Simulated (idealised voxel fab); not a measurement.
process module | voxel self aligned contacts
cross-section cut | 270 nm wide | cells 5 nm
A cross-section is a grid of square cells, given in bands from the top down. A band is one or more rows of cells.
Each band's line starts with the height of the band's top and of its bottom, in nm. Then come its materials from left to right, each with its width in nm. One material with "throughout" fills the band from edge to edge. "air" is empty space.
Height 0 is the level under which the wafer as received is all one material. The lowest band goes on downwards, as in "0 down".
A width such as "30 to 40" changes by the same amount from each row of cells to the next, from the band's top row to its bottom row.
"no change" after a step means that no cell of the cross-section changed.
closed voids: empty space of 8 cells or more with no open way to the top, each as width x height at its distance from the left edge, in nm
after a step's settings: what the simulator itself notes on the step
overlay nm, on a step with a mask: how far to the right of its planned place the mask lay; to the left if negative
plan
1 op RECEIVE | material Si
2 op OXIDIZE | depth nm 5
3 op DIRECTIONAL_DEP | material polySi | thk nm 30
4 op DIRECTIONAL_DEP | material SiN | thk nm 20
5 op DIRECTIONAL_DEP | material aC | thk nm 15
6 op PATTERN | tone cover | mask id GATE | material resist | width nm 25 | pitch nm 55 | thk nm 30 | overlay nm -15
7 op DIRECTIONAL_ETCH | etch materials aC | depth nm 15
8 op STRIP | etch materials resist
9 op DIRECTIONAL_ETCH | etch materials SiN | depth nm 20
10 op DIRECTIONAL_ETCH | etch materials polySi | depth nm 30
11 op STRIP | etch materials aC
12 op CONFORMAL_DEP | material SiN | thk nm 5
13 op DIRECTIONAL_ETCH | etch materials SiN | depth nm 5
14 op FILL_DEP | material SiO2 | thk nm 15
15 op CMP | height nm 60
16 op MASKED_ETCH | tone open | mask id CONTACT | width nm 40 | etch materials SiO2 | depth nm 65 | overlay nm 0
17 op CONFORMAL_DEP | material TiN | thk nm 5
18 op FILL_DEP | material W | thk nm 5
19 op CMP | height nm 60
20 op CONFORMAL_DEP | material SiCN | thk nm 5
varied across the wafers: overlay nm of step 6. The plan shows the first wafer's value. All wafers start alike
first wafer as received, after step 1
  0 down: Si throughout
  closed voids: none
first wafer at the end, after step 20
  65 to 60: SiCN throughout
  60 to 50: SiO2 115 | TiN 5 | W 30 to 5 | TiN 5 to 30 | SiO2 115
  50 to 30: SiO2 75 | SiN 35 | SiO2 5 | TiN 5 | W 5 | TiN 5 | SiN 35 | SiO2 105
  30 to 0: SiO2 75 | SiN 5 | polySi 25 | SiN 5 | SiO2 5 | TiN 5 | W 5 | TiN 5 | SiN 5 | polySi 25 | SiN 5 | SiO2 105
  0 to -5: SiO2 115 | TiN 15 | SiO2 140
  -5 down: Si throughout
  closed voids: none
last wafer at the end
  65 to 60: SiCN throughout
  60 to 50: SiO2 115 | TiN 5 to 30 | W 30 to 5 | TiN 5 | SiO2 115
  50 to 30: SiO2 105 | SiN 35 | TiN 5 | W 5 | TiN 5 | SiO2 5 | SiN 35 | SiO2 75
  30 to 0: SiO2 105 | SiN 5 | polySi 25 | SiN 5 | TiN 5 | W 5 | TiN 5 | SiO2 5 | SiN 5 | polySi 25 | SiN 5 | SiO2 75
  0 to -5: SiO2 140 | TiN 15 | SiO2 115
  -5 down: Si throughout
  closed voids: none
each wafer at the end: cells of each material gained (+) or lost (-) since it was received, then its closed voids
overlay nm -15 | -54 Si | +54 SiCN | +80 SiN | +513 SiO2 | +32 TiN | +17 W | +60 polySi | closed voids: none
overlay nm -10 | -54 Si | +54 SiCN | +80 SiN | +502 SiO2 | +32 TiN | +28 W | +60 polySi | closed voids: none
overlay nm -5 | -54 Si | +54 SiCN | +80 SiN | +502 SiO2 | +32 TiN | +28 W | +60 polySi | closed voids: none
overlay nm 0 | -54 Si | +54 SiCN | +80 SiN | +502 SiO2 | +32 TiN | +28 W | +60 polySi | closed voids: none
overlay nm 5 | -54 Si | +54 SiCN | +80 SiN | +502 SiO2 | +32 TiN | +28 W | +60 polySi | closed voids: none
overlay nm 10 | -54 Si | +54 SiCN | +80 SiN | +502 SiO2 | +32 TiN | +28 W | +60 polySi | closed voids: none
overlay nm 15 | -54 Si | +54 SiCN | +80 SiN | +513 SiO2 | +32 TiN | +17 W | +60 polySi | closed voids: none
